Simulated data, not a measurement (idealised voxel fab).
Process module name: voxel self aligned contacts
cross-section cut | 240 nm wide | cells 5 nm
Bands, listed from the top down, are how a cross-section gets written in this document; the cross-section itself is a grid of square cells, and a band is one or more rows of them. In this notation a band is specified by the heights of its top and bottom, in that order and in nm, after which its materials appear from left to right, each paired with its width in nm. The word "all across" attached to a single material means that material fills the band from edge to edge; the word "blank" stands for empty space. Heads up on the height convention: 0 is the point under which the incoming wafer is all one material, and the lowest band has no bottom, it just keeps going down, like "0 -> down". Width: "30->40" (first number = top row, second number = bottom row, same change from row to row of cells). Take "no alteration" at face value: in the step it is given for, the cross-section changed in none of its cells. In the "Sealed void list" entry, you get each enclosed empty space of 8 cells or more, one with no open way to the top, written width x height at distance, distance from the left edge, in nm. Heads up: the bit after the settings on a step's line is the simulator's remark on that step. The setting "overlay nm" may be written on the line of a step. When the step uses a mask, the value reports how far to the right of the planned place the mask lay, and a negative value reports that it lay to the left.

The following list gives the planned process steps:
step 1: RECEIVE (material Si)
step 2: OXIDIZE (depth nm 5)
step 3: DIRECTIONAL_DEP (material polySi; thk nm 30)
step 4: DIRECTIONAL_DEP (material SiN; thk nm 20)
step 5: DIRECTIONAL_DEP (material aC; thk nm 10)
step 6: PATTERN (tone cover; mask id GATE; material resist; width nm 25; pitch nm 65; thk nm 30; overlay nm 0)
step 7: DIRECTIONAL_ETCH (etch materials aC; depth nm 10)
step 8: STRIP (etch materials resist)
step 9: DIRECTIONAL_ETCH (etch materials SiN; depth nm 20)
step 10: DIRECTIONAL_ETCH (etch materials polySi; depth nm 30)
step 11: STRIP (etch materials aC)
step 12: CONFORMAL_DEP (material SiN; thk nm 10)
step 13: DIRECTIONAL_ETCH (etch materials SiN; depth nm 10)
step 14: FILL_DEP (material SiO2; thk nm 15)
step 15: CMP (height nm 60)
step 16: DIRECTIONAL_DEP (material aC; thk nm 10)
step 17: PATTERN (tone open; mask id CONTACT; material resist; width nm 50; thk nm 25; overlay nm 0)
step 18: DIRECTIONAL_ETCH (etch materials aC; depth nm 10)
step 19: STRIP (etch materials resist)
step 20: DIRECTIONAL_ETCH (etch materials SiO2; depth nm 65)
step 21: STRIP (etch materials aC)
step 22: CONFORMAL_DEP (material TiN; thk nm 5)
step 23: FILL_DEP (material W; thk nm 5)
step 24: CMP (height nm 60)
step 25: CONFORMAL_DEP (material SiN; thk nm 5)

Account of the first of two wafers, which was processed as intended:

Here's what the wafer looked like in cross-section when it arrived - that's after step 1:
	0 -> down: Si all across
	Sealed void list: none

Take a look at the wafer's cross-section after step 2:
	0 -> -5: SiO2 all across
	below -5: unchanged

Take a look at the wafer's cross-section after step 3:
	30 -> 0: polySi all across
	below 0: unchanged

Take a look at the wafer's cross-section after step 4:
	50 -> 30: SiN all across
	below 30: unchanged

Take a look at the wafer's cross-section after step 5:
	60 -> 50: aC all across
	below 50: unchanged

Take a look at the wafer's cross-section after step 6:
	90 -> 60: blank 75 / resist 25 / blank 40 / resist 25 / blank 75
	below 60: unchanged

Take a look at the wafer's cross-section after step 7:
	80 -> 60: blank 75 / resist 25 / blank 40 / resist 25 / blank 75
	60 -> 50: blank 75 / aC 25 / blank 40 / aC 25 / blank 75
	below 50: unchanged

Take a look at the wafer's cross-section after step 8:
	60 -> 50: blank 75 / aC 25 / blank 40 / aC 25 / blank 75
	below 50: unchanged

Take a look at the wafer's cross-section after step 9:
	60 -> 50: blank 75 / aC 25 / blank 40 / aC 25 / blank 75
	50 -> 30: blank 75 / SiN 25 / blank 40 / SiN 25 / blank 75
	below 30: unchanged

Take a look at the wafer's cross-section after step 10:
	60 -> 50: blank 75 / aC 25 / blank 40 / aC 25 / blank 75
	50 -> 30: blank 75 / SiN 25 / blank 40 / SiN 25 / blank 75
	30 -> 0: blank 75 / polySi 25 / blank 40 / polySi 25 / blank 75
	below 0: unchanged

Take a look at the wafer's cross-section after step 11:
	50 -> 30: blank 75 / SiN 25 / blank 40 / SiN 25 / blank 75
	below 30: unchanged

Take a look at the wafer's cross-section after step 12:
	60 -> 30: blank 65 / SiN 45 / blank 20 / SiN 45 / blank 65
	30 -> 10: blank 65 / SiN 10 / polySi 25 / SiN 10 / blank 20 / SiN 10 / polySi 25 / SiN 10 / blank 65
	10 -> 0: SiN 75 / polySi 25 / SiN 40 / polySi 25 / SiN 75
	below 0: unchanged

Take a look at the wafer's cross-section after step 13:
	50 -> 30: blank 65 / SiN 45 / blank 20 / SiN 45 / blank 65
	30 -> 0: blank 65 / SiN 10 / polySi 25 / SiN 10 / blank 20 / SiN 10 / polySi 25 / SiN 10 / blank 65
	below 0: unchanged

Take a look at the wafer's cross-section after step 14:
	65 -> 50: SiO2 all across
	50 -> 30: SiO2 65 / SiN 45 / SiO2 20 / SiN 45 / SiO2 65
	30 -> 0: SiO2 65 / SiN 10 / polySi 25 / SiN 10 / SiO2 20 / SiN 10 / polySi 25 / SiN 10 / SiO2 65
	below 0: unchanged

Take a look at the wafer's cross-section after step 15:
	60 -> 50: SiO2 all across
	below 50: unchanged

Take a look at the wafer's cross-section after step 16:
	70 -> 60: aC all across
	below 60: unchanged

Take a look at the wafer's cross-section after step 17:
	95 -> 70: resist 95 / blank 50 / resist 95
	below 70: unchanged

Take a look at the wafer's cross-section after step 18:
	85 -> 70: resist 95 / blank 50 / resist 95
	70 -> 60: aC 95 / blank 50 / aC 95
	below 60: unchanged

Take a look at the wafer's cross-section after step 19:
	70 -> 60: aC 95 / blank 50 / aC 95
	below 60: unchanged

Take a look at the wafer's cross-section after step 20:
	70 -> 60: aC 95 / blank 50 / aC 95
	60 -> 50: SiO2 95 / blank 50 / SiO2 95
	50 -> 30: SiO2 65 / SiN 45 / blank 20 / SiN 45 / SiO2 65
	30 -> 0: SiO2 65 / SiN 10 / polySi 25 / SiN 10 / blank 20 / SiN 10 / polySi 25 / SiN 10 / SiO2 65
	0 -> -5: SiO2 110 / blank 20 / SiO2 110
	below -5: unchanged

Take a look at the wafer's cross-section after step 21:
	60 -> 50: SiO2 95 / blank 50 / SiO2 95
	below 50: unchanged

Take a look at the wafer's cross-section after step 22:
	65 -> 60: TiN 100 / blank 40 / TiN 100
	60 -> 50: SiO2 95 / TiN 5->20 / blank 40->10 / TiN 5->20 / SiO2 95
	50 -> 30: SiO2 65 / SiN 45 / TiN 5 / blank 10 / TiN 5 / SiN 45 / SiO2 65
	30 -> 0: SiO2 65 / SiN 10 / polySi 25 / SiN 10 / TiN 5 / blank 10 / TiN 5 / SiN 10 / polySi 25 / SiN 10 / SiO2 65
	0 -> -5: SiO2 110 / TiN 20 / SiO2 110
	below -5: unchanged

Take a look at the wafer's cross-section after step 23:
	70 -> 65: W all across
	65 -> 60: TiN 100 / W 40 / TiN 100
	60 -> 50: SiO2 95 / TiN 5->20 / W 40->10 / TiN 5->20 / SiO2 95
	50 -> 30: SiO2 65 / SiN 45 / TiN 5 / W 10 / TiN 5 / SiN 45 / SiO2 65
	30 -> 0: SiO2 65 / SiN 10 / polySi 25 / SiN 10 / TiN 5 / W 10 / TiN 5 / SiN 10 / polySi 25 / SiN 10 / SiO2 65
	below 0: unchanged

Take a look at the wafer's cross-section after step 24:
	60 -> 50: SiO2 95 / TiN 5->20 / W 40->10 / TiN 5->20 / SiO2 95
	below 50: unchanged

Take a look at the wafer's cross-section after step 25:
	65 -> 60: SiN all across
	below 60: unchanged

Wafer two. Same start, same plan, one slip in execution. Same as wafer one through step 5, inclusive:

when step 6 should have ended:
	90 -> 60: resist 75 / blank 25 / resist 40 / blank 25 / resist 75
	below 60: unchanged

when step 7 should have ended:
	80 -> 60: resist 75 / blank 25 / resist 40 / blank 25 / resist 75
	60 -> 50: aC 75 / blank 25 / aC 40 / blank 25 / aC 75
	below 50: unchanged

when step 8 should have ended:
	60 -> 50: aC 75 / blank 25 / aC 40 / blank 25 / aC 75
	below 50: unchanged

when step 9 should have ended:
	60 -> 50: aC 75 / blank 25 / aC 40 / blank 25 / aC 75
	50 -> 30: SiN 75 / blank 25 / SiN 40 / blank 25 / SiN 75
	below 30: unchanged

when step 10 should have ended:
	60 -> 50: aC 75 / blank 25 / aC 40 / blank 25 / aC 75
	50 -> 30: SiN 75 / blank 25 / SiN 40 / blank 25 / SiN 75
	30 -> 0: polySi 75 / blank 25 / polySi 40 / blank 25 / polySi 75
	below 0: unchanged

when step 11 should have ended:
	50 -> 30: SiN 75 / blank 25 / SiN 40 / blank 25 / SiN 75
	below 30: unchanged

when step 12 should have ended:
	60 -> 30: SiN 85 / blank 5 / SiN 60 / blank 5 / SiN 85
	30 -> 10: polySi 75 / SiN 10 / blank 5 / SiN 10 / polySi 40 / SiN 10 / blank 5 / SiN 10 / polySi 75
	10 -> 0: polySi 75 / SiN 25 / polySi 40 / SiN 25 / polySi 75
	below 0: unchanged

when step 13 should have ended:
	50 -> 30: SiN 85 / blank 5 / SiN 60 / blank 5 / SiN 85
	30 -> 0: polySi 75 / SiN 10 / blank 5 / SiN 10 / polySi 40 / SiN 10 / blank 5 / SiN 10 / polySi 75
	below 0: unchanged

when step 14 should have ended:
	65 -> 50: SiO2 all across
	50 -> 30: SiN 85 / SiO2 5 / SiN 60 / SiO2 5 / SiN 85
	30 -> 0: polySi 75 / SiN 10 / SiO2 5 / SiN 10 / polySi 40 / SiN 10 / SiO2 5 / SiN 10 / polySi 75
	below 0: unchanged

when step 15 should have ended:
	60 -> 50: SiO2 all across
	below 50: unchanged

when step 16 should have ended:
	70 -> 60: aC all across
	below 60: unchanged

when step 17 should have ended:
	95 -> 70: resist 95 / blank 50 / resist 95
	below 70: unchanged

when step 18 should have ended:
	85 -> 70: resist 95 / blank 50 / resist 95
	70 -> 60: aC 95 / blank 50 / aC 95
	below 60: unchanged

when step 19 should have ended:
	70 -> 60: aC 95 / blank 50 / aC 95
	below 60: unchanged

when step 20 should have ended:
	70 -> 60: aC 95 / blank 50 / aC 95
	60 -> 50: SiO2 95 / blank 50 / SiO2 95
	below 50: unchanged

when step 21 should have ended:
	60 -> 50: SiO2 95 / blank 50 / SiO2 95
	below 50: unchanged

when step 22 should have ended:
	65 -> 60: TiN 100 / blank 40 / TiN 100
	60 -> 55: SiO2 95 / TiN 5 / blank 40 / TiN 5 / SiO2 95
	55 -> 50: SiO2 95 / TiN 50 / SiO2 95
	below 50: unchanged

when step 23 should have ended:
	70 -> 65: W all across
	65 -> 60: TiN 100 / W 40 / TiN 100
	60 -> 55: SiO2 95 / TiN 5 / W 40 / TiN 5 / SiO2 95
	below 55: unchanged

when step 24 should have ended:
	60 -> 55: SiO2 95 / TiN 5 / W 40 / TiN 5 / SiO2 95
	below 55: unchanged

when step 25 should have ended:
	65 -> 60: SiN all across
	below 60: unchanged
Deviation noted in wafer processing: step 6 did not use the planned setting and instead ran as PATTERN (tone open; mask id GATE; material resist; width nm 25; pitch nm 65; thk nm 30; overlay nm 0)
Per the end-of-run cell counts, the second wafer holds more or fewer of some materials than the first: SiN +112, SiO2 -236, TiN -22, W -22, polySi +168
